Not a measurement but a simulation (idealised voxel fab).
Proc. module: voxel released beams
Displayed cross-section: cut, width of 155 nm, square cells sized 5 nm.
For the purposes of this document, a cross-section shall be understood as a grid of square cells, specified as bands listed in top-to-bottom order, each band consisting of one or more rows of cells. What a band's entry tells you: where the top is and where the bottom is, as heights in nm, and after that what lies inside, material by material from left to right, each with its width in nm. Empty space is written as the word "air", and a single material marked with the word "throughout" occupies the band from edge to edge. A quick word on heights: they are counted from 0, and under that level the wafer as it came to us is one material throughout. The lowest band is different from the rest in having no bottom; it simply continues downward, written as in "top 0, no bottom". The two numbers in a width such as "30..40" mark its ends across the band: the first belongs to the top row of cells, the second to the bottom row, and from each row to the next the width moves by the same amount. "everything unchanged" (step): cross-section cells unchanged, all of them. "Closed void entries" lists enclosed empty spaces (at least 8 cells, no open path upward to the top), each as width x height at distance from the left edge, in nm. On each step's line, the part that comes after the settings is the simulator's own comment on the step. "overlay nm" denotes, for a step that has a mask, the displacement of the mask to the right of its planned place, with negative values corresponding to the left.

**These are the steps we planned for the process**
1) RECEIVE | material Si
2) CONFORMAL_DEP | material SiN | thk nm 10
3) DIRECTIONAL_DEP | material SiO2 | thk nm 20
4) MASKED_ETCH | tone open | mask id ANCHOR | width nm 45 | etch materials SiO2 | depth nm 20 | overlay nm 0
5) CONFORMAL_DEP | material polySi | thk nm 15
6) PATTERN | tone cover | mask id BEAM | material resist | width nm 100 | thk nm 15 | overlay nm 0
7) DIRECTIONAL_ETCH | etch materials polySi | depth nm 15
8) STRIP | etch materials resist
9) STRIP | etch materials SiO2

**as received, after step 1**
- top 0, no bottom  Si throughout
- Closed void entries: none

**Looking at the first of two wafers in cross-section at end of module - ran to plan**
- top 45, bottom 30  air: 25  polySi: 20  air: 15  polySi: 65  air: 30
- top 30, bottom 25  air: 30  polySi: 15  air: 15  polySi: 15  air: 80
- top 25, bottom 10  air: 30  polySi: 45  air: 80
- top 10, bottom 0  SiN throughout
- top 0, no bottom  Si throughout
- Closed void entries: none

**Second wafer through the module, sectioned at the end: same beginning and same plan as the first wafer, with one mistake in carrying it out**
- top 60, bottom 45  air: 25  polySi: 100  air: 30
- top 45, bottom 30  polySi throughout
- top 30, bottom 10  SiO2: 30  polySi: 45  SiO2: 80
- top 10, bottom 0  SiN throughout
- top 0, no bottom  Si throughout
- Closed void entries: none
In executing the process, a mistake was made relative to the plan: plan step 5 ran twice
Final wafer comparison in cells, second versus first, more or fewer per material: SiO2: 88 more | polySi: 105 more
